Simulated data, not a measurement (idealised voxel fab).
process module | voxel released beams
cross-section cut | 185 nm wide | cells 5 nm
A cross-section is a grid of square cells, given in bands from the top down. A band is one or more rows of cells.
Each band's line starts with the height of the band's top and of its bottom, in nm. Then come its materials from left to right, each with its width in nm. One material with "throughout" fills the band from edge to edge. "air" is empty space.
Height 0 is the level under which the wafer as received is all one material. The lowest band goes on downwards, as in "0 down".
A width such as "30 to 40" changes by the same amount from each row of cells to the next, from the band's top row to its bottom row.
"no change" after a step means that no cell of the cross-section changed.
closed voids: empty space of 8 cells or more with no open way to the top, each as width x height at its distance from the left edge, in nm
after a step's settings: what the simulator itself notes on the step
overlay nm, on a step with a mask: how far to the right of its planned place the mask lay; to the left if negative
plan
1 op RECEIVE | material Si
2 op CONFORMAL_DEP | material SiN | thk nm 5
3 op DIRECTIONAL_DEP | material SiO2 | thk nm 20
4 op MASKED_ETCH | tone open | mask id ANCHOR | width nm 25 | etch materials SiO2 | depth nm 20 | overlay nm 0
5 op CONFORMAL_DEP | material W | thk nm 10
6 op PATTERN | tone cover | mask id BEAM | material resist | width nm 105 | thk nm 20 | overlay nm 0
7 op DIRECTIONAL_ETCH | etch materials W | depth nm 10
8 op STRIP | etch materials resist
9 op STRIP | etch materials SiO2
varied across the wafers: width nm of step 4. The plan shows the first wafer's value. All wafers start alike
first wafer as received, after step 1
  0 down: Si throughout
  closed voids: none
each wafer at the end: cells of each material gained (+) or lost (-) since it was received, then its closed voids
width nm 25 | +37 SiN | +58 W | closed voids: none
width nm 30 | +37 SiN | +58 W | closed voids: none
width nm 35 | +37 SiN | +58 W | closed voids: none
width nm 40 | +37 SiN | +58 W | closed voids: none
width nm 45 | +37 SiN | +58 W | closed voids: none
width nm 50 | +37 SiN | +58 W | closed voids: none
